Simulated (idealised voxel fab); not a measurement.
process module | voxel transistor to metal
cross-section cut | 200 nm wide | cells 5 nm
A cross-section is a grid of square cells, given in bands from the top down. A band is one or more rows of cells.
Each band's line starts with the height of the band's top and of its bottom, in nm. Then come its materials from left to right, each with its width in nm. One material with "throughout" fills the band from edge to edge. "air" is empty space.
Height 0 is the level under which the wafer as received is all one material. The lowest band goes on downwards, as in "0 down".
A width such as "30 to 40" changes by the same amount from each row of cells to the next, from the band's top row to its bottom row.
"no change" after a step means that no cell of the cross-section changed.
closed voids: empty space of 8 cells or more with no open way to the top, each as width x height at its distance from the left edge, in nm
after a step's settings: what the simulator itself notes on the step
overlay nm, on a step with a mask: how far to the right of its planned place the mask lay; to the left if negative
plan
1 op RECEIVE | material Si
2 op OXIDIZE | depth nm 5
3 op CONFORMAL_DEP | material SiN | thk nm 15
4 op MASKED_ETCH | tone cover | mask id ACTIVE | width nm 110 | etch materials SiN | depth nm 15 | overlay nm 0
5 op MASKED_ETCH | tone cover | mask id ACTIVE | width nm 110 | etch materials SiO2 | depth nm 5 | overlay nm 0
6 op MASKED_ETCH | tone cover | mask id ACTIVE | width nm 110 | etch materials Si | depth nm 25 | overlay nm 0
7 op FILL_DEP | material SiO2 | thk nm 5
8 op CMP | height nm 15
9 op SELECTIVE_ETCH | etch materials SiO2 | depth nm 10
10 op STRIP | etch materials SiN
11 op SELECTIVE_ETCH | etch materials SiO2 | depth nm 5
12 op OXIDIZE | depth nm 5
13 op DIRECTIONAL_DEP | material polySi | thk nm 20
14 op DIRECTIONAL_DEP | material SiCN | thk nm 15
15 op MASKED_ETCH | tone cover | mask id GATE | width nm 30 | etch materials SiCN | depth nm 25 | overlay nm 0
16 op MASKED_ETCH | tone cover | mask id GATE | width nm 30 | etch materials polySi | depth nm 30 | overlay nm 0
17 op CONFORMAL_DEP | material SiN | thk nm 10
18 op DIRECTIONAL_ETCH | etch materials SiN | depth nm 10
19 op DIRECTIONAL_ETCH | etch materials SiO2 | depth nm 5
20 op DIRECTIONAL_ETCH | etch materials Si | depth nm 10
21 op EPI | material SiGe | thk nm 10
22 op FILL_DEP | material SiO2 | thk nm 10
23 op CMP | height nm 15
24 op STRIP | etch materials polySi
25 op SELECTIVE_ETCH | etch materials SiO2 | depth nm 5
26 op CONFORMAL_DEP | material HfO2 | thk nm 5
27 op CONFORMAL_DEP | material TiN | thk nm 5
28 op FILL_DEP | material W | thk nm 10
29 op CMP | height nm 10
30 op DIRECTIONAL_DEP | material SiO2 | thk nm 15
31 op MASKED_ETCH | tone open | mask id CONTACT | width nm 20 | pitch nm 80 | etch materials SiO2 | depth nm 35 | overlay nm 0
32 op CONFORMAL_DEP | material TiN | thk nm 5
33 op FILL_DEP | material W | thk nm 5
34 op CMP | height nm 25
35 op DIRECTIONAL_DEP | material TiN | thk nm 5
36 op DIRECTIONAL_DEP | material W | thk nm 20
37 op DIRECTIONAL_DEP | material aC | thk nm 10
38 op PATTERN | tone cover | mask id METAL_1 | material resist | width nm 20 | pitch nm 80 | thk nm 25 | overlay nm 0
39 op DIRECTIONAL_ETCH | etch materials aC | depth nm 10
40 op STRIP | etch materials resist
41 op DIRECTIONAL_ETCH | etch materials W | depth nm 20
42 op DIRECTIONAL_ETCH | etch materials TiN | depth nm 5
43 op STRIP | etch materials aC
44 op CONFORMAL_DEP | material SiN | thk nm 5
45 op FILL_DEP | material SiO2 | thk nm 10
46 op CMP | height nm 50
47 op CONFORMAL_DEP | material SiN | thk nm 5
first wafer, as planned
as received, after step 1
  0 down: Si throughout
  closed voids: none
after step 2
  0 to -5: SiO2 throughout
  below -5: unchanged
after step 3
  15 to 0: SiN throughout
  below 0: unchanged
after step 4
  15 to 0: air 45 | SiN 110 | air 45
  below 0: unchanged
after step 5
  15 to 0: air 45 | SiN 110 | air 45
  0 to -5: air 45 | SiO2 110 | air 45
  below -5: unchanged
after step 6
  15 to 0: air 45 | SiN 110 | air 45
  0 to -5: air 45 | SiO2 110 | air 45
  -5 to -30: air 45 | Si 110 | air 45
  below -30: unchanged
after step 7
  20 to 15: SiO2 throughout
  15 to 0: SiO2 45 | SiN 110 | SiO2 45
  0 to -5: SiO2 throughout
  -5 to -30: SiO2 45 | Si 110 | SiO2 45
  below -30: unchanged
after step 8
  15 to 0: SiO2 45 | SiN 110 | SiO2 45
  below 0: unchanged
after step 9
  15 to 5: air 45 | SiN 110 | air 45
  below 5: unchanged
after step 10
  5 to 0: SiO2 45 | air 110 | SiO2 45
  below 0: unchanged
after step 11
  0 to -5: SiO2 40 | air 120 | SiO2 40
  below -5: unchanged
after step 12
  0 to -5: SiO2 40 | air 120 | SiO2 40
  -5 to -10: SiO2 throughout
  below -10: unchanged
after step 13
  20 to 15: polySi 40 | air 120 | polySi 40
  15 to 0: polySi throughout
  0 to -5: SiO2 40 | polySi 120 | SiO2 40
  below -5: unchanged
after step 14
  35 to 30: SiCN 40 | air 120 | SiCN 40
  30 to 20: SiCN throughout
  20 to 15: polySi 40 | SiCN 120 | polySi 40
  below 15: unchanged
after step 15
  30 to 20: air 85 | SiCN 30 | air 85
  20 to 15: polySi 40 | air 45 | SiCN 30 | air 45 | polySi 40
  below 15: unchanged
after step 16
  30 to 15: air 85 | SiCN 30 | air 85
  15 to 0: air 85 | polySi 30 | air 85
  0 to -5: SiO2 40 | air 45 | polySi 30 | air 45 | SiO2 40
  below -5: unchanged
after step 17
  40 to 30: air 75 | SiN 50 | air 75
  30 to 15: air 75 | SiN 10 | SiCN 30 | SiN 10 | air 75
  15 to 10: air 75 | SiN 10 | polySi 30 | SiN 10 | air 75
  10 to 5: SiN 50 | air 25 | SiN 10 | polySi 30 | SiN 10 | air 25 | SiN 50
  5 to 0: SiN 85 | polySi 30 | SiN 85
  0 to -5: SiO2 40 | SiN 45 | polySi 30 | SiN 45 | SiO2 40
  below -5: unchanged
after step 18
  30 to 15: air 75 | SiN 10 | SiCN 30 | SiN 10 | air 75
  15 to 0: air 75 | SiN 10 | polySi 30 | SiN 10 | air 75
  0 to -5: SiO2 40 | SiN 10 | air 25 | SiN 10 | polySi 30 | SiN 10 | air 25 | SiN 10 | SiO2 40
  below -5: unchanged
after step 19
  30 to 15: air 75 | SiN 10 | SiCN 30 | SiN 10 | air 75
  15 to 0: air 75 | SiN 10 | polySi 30 | SiN 10 | air 75
  0 to -5: air 40 | SiN 10 | air 25 | SiN 10 | polySi 30 | SiN 10 | air 25 | SiN 10 | air 40
  -5 to -10: SiO2 50 | air 25 | SiO2 50 | air 25 | SiO2 50
  below -10: unchanged
after step 20
  30 to 15: air 75 | SiN 10 | SiCN 30 | SiN 10 | air 75
  15 to 0: air 75 | SiN 10 | polySi 30 | SiN 10 | air 75
  0 to -5: air 40 | SiN 10 | air 25 | SiN 10 | polySi 30 | SiN 10 | air 25 | SiN 10 | air 40
  -5 to -10: SiO2 50 | air 25 | SiO2 50 | air 25 | SiO2 50
  -10 to -20: SiO2 45 | Si 5 | air 25 | Si 50 | air 25 | Si 5 | SiO2 45
  below -20: unchanged
after step 21
  30 to 15: air 75 | SiN 10 | SiCN 30 | SiN 10 | air 75
  15 to 0: air 75 | SiN 10 | polySi 30 | SiN 10 | air 75
  0 to -5: air 40 | SiN 10 | SiGe 10 | air 5 | SiGe 10 | SiN 10 | polySi 30 | SiN 10 | SiGe 10 | air 5 | SiGe 10 | SiN 10 | air 40
  -5 to -10: SiO2 50 | SiGe 10 | air 5 | SiGe 10 | SiO2 50 | SiGe 10 | air 5 | SiGe 10 | SiO2 50
  -10 to -20: SiO2 45 | Si 5 | SiGe 25 | Si 50 | SiGe 25 | Si 5 | SiO2 45
  below -20: unchanged
after step 22
  40 to 30: SiO2 throughout
  30 to 15: SiO2 75 | SiN 10 | SiCN 30 | SiN 10 | SiO2 75
  15 to 0: SiO2 75 | SiN 10 | polySi 30 | SiN 10 | SiO2 75
  0 to -5: SiO2 40 | SiN 10 | SiGe 10 | SiO2 5 | SiGe 10 | SiN 10 | polySi 30 | SiN 10 | SiGe 10 | SiO2 5 | SiGe 10 | SiN 10 | SiO2 40
  -5 to -10: SiO2 50 | SiGe 10 | SiO2 5 | SiGe 10 | SiO2 50 | SiGe 10 | SiO2 5 | SiGe 10 | SiO2 50
  below -10: unchanged
after step 23
  15 to 0: SiO2 75 | SiN 10 | polySi 30 | SiN 10 | SiO2 75
  below 0: unchanged
after step 24
  15 to 0: SiO2 75 | SiN 10 | air 30 | SiN 10 | SiO2 75
  0 to -5: SiO2 40 | SiN 10 | SiGe 10 | SiO2 5 | SiGe 10 | SiN 10 | air 30 | SiN 10 | SiGe 10 | SiO2 5 | SiGe 10 | SiN 10 | SiO2 40
  below -5: unchanged
after step 25
  15 to 10: air 75 | SiN 10 | air 30 | SiN 10 | air 75
  10 to 0: SiO2 75 | SiN 10 | air 30 | SiN 10 | SiO2 75
  0 to -5: SiO2 40 | SiN 10 | SiGe 10 | SiO2 5 | SiGe 10 | SiN 10 | air 30 | SiN 10 | SiGe 10 | SiO2 5 | SiGe 10 | SiN 10 | SiO2 40
  -5 to -10: SiO2 50 | SiGe 10 | SiO2 5 | SiGe 10 | SiO2 5 | air 40 | SiO2 5 | SiGe 10 | SiO2 5 | SiGe 10 | SiO2 50
  below -10: unchanged
after step 26
  20 to 15: air 70 | HfO2 20 | air 20 | HfO2 20 | air 70
  15 to 10: HfO2 75 | SiN 10 | HfO2 5 | air 20 | HfO2 5 | SiN 10 | HfO2 75
  10 to 0: SiO2 75 | SiN 10 | HfO2 5 | air 20 | HfO2 5 | SiN 10 | SiO2 75
  0 to -5: SiO2 40 | SiN 10 | SiGe 10 | SiO2 5 | SiGe 10 | SiN 10 | HfO2 5 | air 20 | HfO2 5 | SiN 10 | SiGe 10 | SiO2 5 | SiGe 10 | SiN 10 | SiO2 40
  -5 to -10: SiO2 50 | SiGe 10 | SiO2 5 | SiGe 10 | SiO2 5 | HfO2 40 | SiO2 5 | SiGe 10 | SiO2 5 | SiGe 10 | SiO2 50
  below -10: unchanged
after step 27
  25 to 20: air 65 | TiN 30 | air 10 | TiN 30 | air 65
  20 to 15: TiN 70 | HfO2 20 | TiN 5 | air 10 | TiN 5 | HfO2 20 | TiN 70
  15 to 10: HfO2 75 | SiN 10 | HfO2 5 | TiN 5 | air 10 | TiN 5 | HfO2 5 | SiN 10 | HfO2 75
  10 to 0: SiO2 75 | SiN 10 | HfO2 5 | TiN 5 | air 10 | TiN 5 | HfO2 5 | SiN 10 | SiO2 75
  0 to -5: SiO2 40 | SiN 10 | SiGe 10 | SiO2 5 | SiGe 10 | SiN 10 | HfO2 5 | TiN 20 | HfO2 5 | SiN 10 | SiGe 10 | SiO2 5 | SiGe 10 | SiN 10 | SiO2 40
  below -5: unchanged
after step 28
  35 to 25: W throughout
  25 to 20: W 65 | TiN 30 | W 10 | TiN 30 | W 65
  20 to 15: TiN 70 | HfO2 20 | TiN 5 | W 10 | TiN 5 | HfO2 20 | TiN 70
  15 to 10: HfO2 75 | SiN 10 | HfO2 5 | TiN 5 | W 10 | TiN 5 | HfO2 5 | SiN 10 | HfO2 75
  10 to 0: SiO2 75 | SiN 10 | HfO2 5 | TiN 5 | W 10 | TiN 5 | HfO2 5 | SiN 10 | SiO2 75
  below 0: unchanged
after step 29
  10 to 0: SiO2 75 | SiN 10 | HfO2 5 | TiN 5 | W 10 | TiN 5 | HfO2 5 | SiN 10 | SiO2 75
  below 0: unchanged
after step 30
  25 to 10: SiO2 throughout
  below 10: unchanged
after step 31
  25 to 10: SiO2 50 | air 20 | SiO2 60 | air 20 | SiO2 50
  10 to 0: SiO2 50 | air 20 | SiO2 5 | SiN 10 | HfO2 5 | TiN 5 | W 10 | TiN 5 | HfO2 5 | SiN 10 | SiO2 5 | air 20 | SiO2 50
  0 to -5: SiO2 40 | SiN 10 | SiGe 10 | air 5 | SiGe 10 | SiN 10 | HfO2 5 | TiN 20 | HfO2 5 | SiN 10 | SiGe 10 | air 5 | SiGe 10 | SiN 10 | SiO2 40
  -5 to -10: SiO2 50 | SiGe 10 | air 5 | SiGe 10 | SiO2 5 | HfO2 40 | SiO2 5 | SiGe 10 | air 5 | SiGe 10 | SiO2 50
  below -10: unchanged
after step 32
  30 to 25: TiN 55 | air 10 | TiN 70 | air 10 | TiN 55
  25 to 10: SiO2 50 | TiN 5 | air 10 | TiN 5 | SiO2 60 | TiN 5 | air 10 | TiN 5 | SiO2 50
  10 to 5: SiO2 50 | TiN 5 | air 10 | TiN 5 | SiO2 5 | SiN 10 | HfO2 5 | TiN 5 | W 10 | TiN 5 | HfO2 5 | SiN 10 | SiO2 5 | TiN 5 | air 10 | TiN 5 | SiO2 50
  5 to 0: SiO2 50 | TiN 20 | SiO2 5 | SiN 10 | HfO2 5 | TiN 5 | W 10 | TiN 5 | HfO2 5 | SiN 10 | SiO2 5 | TiN 20 | SiO2 50
  0 to -5: SiO2 40 | SiN 10 | SiGe 10 | TiN 5 | SiGe 10 | SiN 10 | HfO2 5 | TiN 20 | HfO2 5 | SiN 10 | SiGe 10 | TiN 5 | SiGe 10 | SiN 10 | SiO2 40
  -5 to -10: SiO2 50 | SiGe 10 | TiN 5 | SiGe 10 | SiO2 5 | HfO2 40 | SiO2 5 | SiGe 10 | TiN 5 | SiGe 10 | SiO2 50
  below -10: unchanged
after step 33
  35 to 30: W throughout
  30 to 25: TiN 55 | W 10 | TiN 70 | W 10 | TiN 55
  25 to 10: SiO2 50 | TiN 5 | W 10 | TiN 5 | SiO2 60 | TiN 5 | W 10 | TiN 5 | SiO2 50
  10 to 5: SiO2 50 | TiN 5 | W 10 | TiN 5 | SiO2 5 | SiN 10 | HfO2 5 | TiN 5 | W 10 | TiN 5 | HfO2 5 | SiN 10 | SiO2 5 | TiN 5 | W 10 | TiN 5 | SiO2 50
  below 5: unchanged
after step 34
  25 to 10: SiO2 50 | TiN 5 | W 10 | TiN 5 | SiO2 60 | TiN 5 | W 10 | TiN 5 | SiO2 50
  below 10: unchanged
after step 35
  30 to 25: TiN throughout
  below 25: unchanged
after step 36
  50 to 30: W throughout
  below 30: unchanged
after step 37
  60 to 50: aC throughout
  below 50: unchanged
after step 38
  85 to 60: air 50 | resist 20 | air 60 | resist 20 | air 50
  below 60: unchanged
after step 39
  75 to 60: air 50 | resist 20 | air 60 | resist 20 | air 50
  60 to 50: air 50 | aC 20 | air 60 | aC 20 | air 50
  below 50: unchanged
after step 40
  60 to 50: air 50 | aC 20 | air 60 | aC 20 | air 50
  below 50: unchanged
after step 41
  60 to 50: air 50 | aC 20 | air 60 | aC 20 | air 50
  50 to 30: air 50 | W 20 | air 60 | W 20 | air 50
  below 30: unchanged
after step 42
  60 to 50: air 50 | aC 20 | air 60 | aC 20 | air 50
  50 to 30: air 50 | W 20 | air 60 | W 20 | air 50
  30 to 25: air 50 | TiN 20 | air 60 | TiN 20 | air 50
  below 25: unchanged
after step 43
  50 to 30: air 50 | W 20 | air 60 | W 20 | air 50
  below 30: unchanged
after step 44
  55 to 50: air 45 | SiN 30 | air 50 | SiN 30 | air 45
  50 to 30: air 45 | SiN 5 | W 20 | SiN 5 | air 50 | SiN 5 | W 20 | SiN 5 | air 45
  30 to 25: SiN 50 | TiN 20 | SiN 60 | TiN 20 | SiN 50
  below 25: unchanged
after step 45
  65 to 55: SiO2 throughout
  55 to 50: SiO2 45 | SiN 30 | SiO2 50 | SiN 30 | SiO2 45
  50 to 30: SiO2 45 | SiN 5 | W 20 | SiN 5 | SiO2 50 | SiN 5 | W 20 | SiN 5 | SiO2 45
  below 30: unchanged
after step 46
  50 to 30: SiO2 45 | SiN 5 | W 20 | SiN 5 | SiO2 50 | SiN 5 | W 20 | SiN 5 | SiO2 45
  below 30: unchanged
after step 47
  55 to 50: SiN throughout
  below 50: unchanged
second wafer: like start, like plan, one mistake. Through step 3 it matches the first wafer
when step 4 should have ended
  15 to 0: SiN 45 | air 110 | SiN 45
  below 0: unchanged
when step 5 should have ended: no change
when step 6 should have ended: no change
when step 7 should have ended
  20 to 15: SiO2 throughout
  15 to 0: SiN 45 | SiO2 110 | SiN 45
  below 0: unchanged
when step 8 should have ended
  15 to 0: SiN 45 | SiO2 110 | SiN 45
  below 0: unchanged
when step 9 should have ended
  15 to 5: SiN 45 | air 110 | SiN 45
  below 5: unchanged
when step 10 should have ended
  5 to 0: air 45 | SiO2 110 | air 45
  below 0: unchanged
when step 11 should have ended
  0 to -5: air 50 | SiO2 100 | air 50
  below -5: unchanged
when step 12 should have ended
  0 to -5: air 50 | SiO2 100 | air 50
  -5 to -10: SiO2 55 | Si 90 | SiO2 55
  below -10: unchanged
when step 13 should have ended
  20 to 15: air 50 | polySi 100 | air 50
  15 to 0: polySi throughout
  0 to -5: polySi 50 | SiO2 100 | polySi 50
  below -5: unchanged
when step 14 should have ended
  35 to 30: air 50 | SiCN 100 | air 50
  30 to 20: SiCN throughout
  20 to 15: SiCN 50 | polySi 100 | SiCN 50
  below 15: unchanged
when step 15 should have ended
  35 to 20: air 85 | SiCN 30 | air 85
  20 to 15: air 50 | polySi 100 | air 50
  below 15: unchanged
when step 16 should have ended
  35 to 20: air 85 | SiCN 30 | air 85
  20 to 0: air 85 | polySi 30 | air 85
  0 to -5: air 50 | SiO2 100 | air 50
  below -5: unchanged
when step 17 should have ended
  45 to 35: air 75 | SiN 50 | air 75
  35 to 20: air 75 | SiN 10 | SiCN 30 | SiN 10 | air 75
  20 to 10: air 75 | SiN 10 | polySi 30 | SiN 10 | air 75
  10 to 5: air 40 | SiN 45 | polySi 30 | SiN 45 | air 40
  5 to 0: SiN 85 | polySi 30 | SiN 85
  0 to -5: SiN 50 | SiO2 100 | SiN 50
  below -5: unchanged
when step 18 should have ended
  35 to 20: air 75 | SiN 10 | SiCN 30 | SiN 10 | air 75
  20 to 0: air 75 | SiN 10 | polySi 30 | SiN 10 | air 75
  0 to -5: air 40 | SiN 10 | SiO2 100 | SiN 10 | air 40
  below -5: unchanged
when step 19 should have ended
  35 to 20: air 75 | SiN 10 | SiCN 30 | SiN 10 | air 75
  20 to 0: air 75 | SiN 10 | polySi 30 | SiN 10 | air 75
  0 to -5: air 40 | SiN 10 | air 25 | SiO2 50 | air 25 | SiN 10 | air 40
  -5 to -10: air 40 | SiO2 15 | Si 90 | SiO2 15 | air 40
  below -10: unchanged
when step 20 should have ended
  35 to 20: air 75 | SiN 10 | SiCN 30 | SiN 10 | air 75
  20 to 0: air 75 | SiN 10 | polySi 30 | SiN 10 | air 75
  0 to -5: air 40 | SiN 10 | air 25 | SiO2 50 | air 25 | SiN 10 | air 40
  -5 to -10: air 40 | SiO2 15 | air 20 | Si 50 | air 20 | SiO2 15 | air 40
  -10 to -15: air 40 | Si 15 | air 20 | Si 50 | air 20 | Si 15 | air 40
  -15 to -20: air 40 | Si 120 | air 40
  below -20: unchanged
when step 21 should have ended
  35 to 20: air 75 | SiN 10 | SiCN 30 | SiN 10 | air 75
  20 to 5: air 75 | SiN 10 | polySi 30 | SiN 10 | air 75
  5 to 0: air 65 | SiGe 10 | SiN 10 | polySi 30 | SiN 10 | SiGe 10 | air 65
  0 to -5: air 30 | SiGe 10 | SiN 10 | SiGe 25 | SiO2 50 | SiGe 25 | SiN 10 | SiGe 10 | air 30
  -5 to -10: air 30 | SiGe 10 | SiO2 15 | SiGe 20 | Si 50 | SiGe 20 | SiO2 15 | SiGe 10 | air 30
  -10 to -15: SiGe 40 | Si 15 | SiGe 20 | Si 50 | SiGe 20 | Si 15 | SiGe 40
  -15 to -20: SiGe 40 | Si 120 | SiGe 40
  below -20: unchanged
when step 22 should have ended
  45 to 35: SiO2 throughout
  35 to 20: SiO2 75 | SiN 10 | SiCN 30 | SiN 10 | SiO2 75
  20 to 5: SiO2 75 | SiN 10 | polySi 30 | SiN 10 | SiO2 75
  5 to 0: SiO2 65 | SiGe 10 | SiN 10 | polySi 30 | SiN 10 | SiGe 10 | SiO2 65
  0 to -5: SiO2 30 | SiGe 10 | SiN 10 | SiGe 25 | SiO2 50 | SiGe 25 | SiN 10 | SiGe 10 | SiO2 30
  -5 to -10: SiO2 30 | SiGe 10 | SiO2 15 | SiGe 20 | Si 50 | SiGe 20 | SiO2 15 | SiGe 10 | SiO2 30
  below -10: unchanged
when step 23 should have ended
  15 to 5: SiO2 75 | SiN 10 | polySi 30 | SiN 10 | SiO2 75
  below 5: unchanged
when step 24 should have ended
  15 to 5: SiO2 75 | SiN 10 | air 30 | SiN 10 | SiO2 75
  5 to 0: SiO2 65 | SiGe 10 | SiN 10 | air 30 | SiN 10 | SiGe 10 | SiO2 65
  below 0: unchanged
when step 25 should have ended
  15 to 10: air 75 | SiN 10 | air 30 | SiN 10 | air 75
  10 to 5: SiO2 75 | SiN 10 | air 30 | SiN 10 | SiO2 75
  5 to 0: SiO2 65 | SiGe 10 | SiN 10 | air 30 | SiN 10 | SiGe 10 | SiO2 65
  0 to -5: SiO2 30 | SiGe 10 | SiN 10 | SiGe 25 | SiO2 5 | air 40 | SiO2 5 | SiGe 25 | SiN 10 | SiGe 10 | SiO2 30
  below -5: unchanged
when step 26 should have ended
  20 to 15: air 70 | HfO2 20 | air 20 | HfO2 20 | air 70
  15 to 10: HfO2 75 | SiN 10 | HfO2 5 | air 20 | HfO2 5 | SiN 10 | HfO2 75
  10 to 5: SiO2 75 | SiN 10 | HfO2 5 | air 20 | HfO2 5 | SiN 10 | SiO2 75
  5 to 0: SiO2 65 | SiGe 10 | SiN 10 | HfO2 5 | air 20 | HfO2 5 | SiN 10 | SiGe 10 | SiO2 65
  0 to -5: SiO2 30 | SiGe 10 | SiN 10 | SiGe 25 | SiO2 5 | HfO2 40 | SiO2 5 | SiGe 25 | SiN 10 | SiGe 10 | SiO2 30
  below -5: unchanged
when step 27 should have ended
  25 to 20: air 65 | TiN 30 | air 10 | TiN 30 | air 65
  20 to 15: TiN 70 | HfO2 20 | TiN 5 | air 10 | TiN 5 | HfO2 20 | TiN 70
  15 to 10: HfO2 75 | SiN 10 | HfO2 5 | TiN 5 | air 10 | TiN 5 | HfO2 5 | SiN 10 | HfO2 75
  10 to 5: SiO2 75 | SiN 10 | HfO2 5 | TiN 5 | air 10 | TiN 5 | HfO2 5 | SiN 10 | SiO2 75
  5 to 0: SiO2 65 | SiGe 10 | SiN 10 | HfO2 5 | TiN 20 | HfO2 5 | SiN 10 | SiGe 10 | SiO2 65
  below 0: unchanged
when step 28 should have ended
  35 to 25: W throughout
  25 to 20: W 65 | TiN 30 | W 10 | TiN 30 | W 65
  20 to 15: TiN 70 | HfO2 20 | TiN 5 | W 10 | TiN 5 | HfO2 20 | TiN 70
  15 to 10: HfO2 75 | SiN 10 | HfO2 5 | TiN 5 | W 10 | TiN 5 | HfO2 5 | SiN 10 | HfO2 75
  10 to 5: SiO2 75 | SiN 10 | HfO2 5 | TiN 5 | W 10 | TiN 5 | HfO2 5 | SiN 10 | SiO2 75
  below 5: unchanged
when step 29 should have ended
  10 to 5: SiO2 75 | SiN 10 | HfO2 5 | TiN 5 | W 10 | TiN 5 | HfO2 5 | SiN 10 | SiO2 75
  below 5: unchanged
when step 30 should have ended
  25 to 10: SiO2 throughout
  below 10: unchanged
when step 31 should have ended
  25 to 10: SiO2 50 | air 20 | SiO2 60 | air 20 | SiO2 50
  10 to 5: SiO2 50 | air 20 | SiO2 5 | SiN 10 | HfO2 5 | TiN 5 | W 10 | TiN 5 | HfO2 5 | SiN 10 | SiO2 5 | air 20 | SiO2 50
  5 to 0: SiO2 50 | air 15 | SiGe 10 | SiN 10 | HfO2 5 | TiN 20 | HfO2 5 | SiN 10 | SiGe 10 | air 15 | SiO2 50
  below 0: unchanged
when step 32 should have ended
  30 to 25: TiN 55 | air 10 | TiN 70 | air 10 | TiN 55
  25 to 10: SiO2 50 | TiN 5 | air 10 | TiN 5 | SiO2 60 | TiN 5 | air 10 | TiN 5 | SiO2 50
  10 to 5: SiO2 50 | TiN 5 | air 5 | TiN 10 | SiO2 5 | SiN 10 | HfO2 5 | TiN 5 | W 10 | TiN 5 | HfO2 5 | SiN 10 | SiO2 5 | TiN 10 | air 5 | TiN 5 | SiO2 50
  5 to 0: SiO2 50 | TiN 15 | SiGe 10 | SiN 10 | HfO2 5 | TiN 20 | HfO2 5 | SiN 10 | SiGe 10 | TiN 15 | SiO2 50
  below 0: unchanged
when step 33 should have ended
  35 to 30: W throughout
  30 to 25: TiN 55 | W 10 | TiN 70 | W 10 | TiN 55
  25 to 10: SiO2 50 | TiN 5 | W 10 | TiN 5 | SiO2 60 | TiN 5 | W 10 | TiN 5 | SiO2 50
  10 to 5: SiO2 50 | TiN 5 | W 5 | TiN 10 | SiO2 5 | SiN 10 | HfO2 5 | TiN 5 | W 10 | TiN 5 | HfO2 5 | SiN 10 | SiO2 5 | TiN 10 | W 5 | TiN 5 | SiO2 50
  below 5: unchanged
when step 34 should have ended
  25 to 10: SiO2 50 | TiN 5 | W 10 | TiN 5 | SiO2 60 | TiN 5 | W 10 | TiN 5 | SiO2 50
  below 10: unchanged
when step 35 should have ended
  30 to 25: TiN throughout
  below 25: unchanged
when step 36 should have ended
  50 to 30: W throughout
  below 30: unchanged
when step 37 should have ended
  60 to 50: aC throughout
  below 50: unchanged
when step 38 should have ended
  85 to 60: air 50 | resist 20 | air 60 | resist 20 | air 50
  below 60: unchanged
when step 39 should have ended
  75 to 60: air 50 | resist 20 | air 60 | resist 20 | air 50
  60 to 50: air 50 | aC 20 | air 60 | aC 20 | air 50
  below 50: unchanged
when step 40 should have ended
  60 to 50: air 50 | aC 20 | air 60 | aC 20 | air 50
  below 50: unchanged
when step 41 should have ended
  60 to 50: air 50 | aC 20 | air 60 | aC 20 | air 50
  50 to 30: air 50 | W 20 | air 60 | W 20 | air 50
  below 30: unchanged
when step 42 should have ended
  60 to 50: air 50 | aC 20 | air 60 | aC 20 | air 50
  50 to 30: air 50 | W 20 | air 60 | W 20 | air 50
  30 to 25: air 50 | TiN 20 | air 60 | TiN 20 | air 50
  below 25: unchanged
when step 43 should have ended
  50 to 30: air 50 | W 20 | air 60 | W 20 | air 50
  below 30: unchanged
when step 44 should have ended
  55 to 50: air 45 | SiN 30 | air 50 | SiN 30 | air 45
  50 to 30: air 45 | SiN 5 | W 20 | SiN 5 | air 50 | SiN 5 | W 20 | SiN 5 | air 45
  30 to 25: SiN 50 | TiN 20 | SiN 60 | TiN 20 | SiN 50
  below 25: unchanged
when step 45 should have ended
  65 to 55: SiO2 throughout
  55 to 50: SiO2 45 | SiN 30 | SiO2 50 | SiN 30 | SiO2 45
  50 to 30: SiO2 45 | SiN 5 | W 20 | SiN 5 | SiO2 50 | SiN 5 | W 20 | SiN 5 | SiO2 45
  below 30: unchanged
when step 46 should have ended
  50 to 30: SiO2 45 | SiN 5 | W 20 | SiN 5 | SiO2 50 | SiN 5 | W 20 | SiN 5 | SiO2 45
  below 30: unchanged
when step 47 should have ended
  55 to 50: SiN throughout
  below 50: unchanged
what went wrong: step 4 ran as: op MASKED_ETCH | tone open | mask id ACTIVE | width nm 110 | etch materials SiN | depth nm 15 | overlay nm 0
at the end the second wafer has, in cells: 2 fewer of HfO2 | 62 more of Si | 34 more of SiGe | 4 fewer of SiN | 80 fewer of SiO2 | 6 fewer of TiN | 4 fewer of W
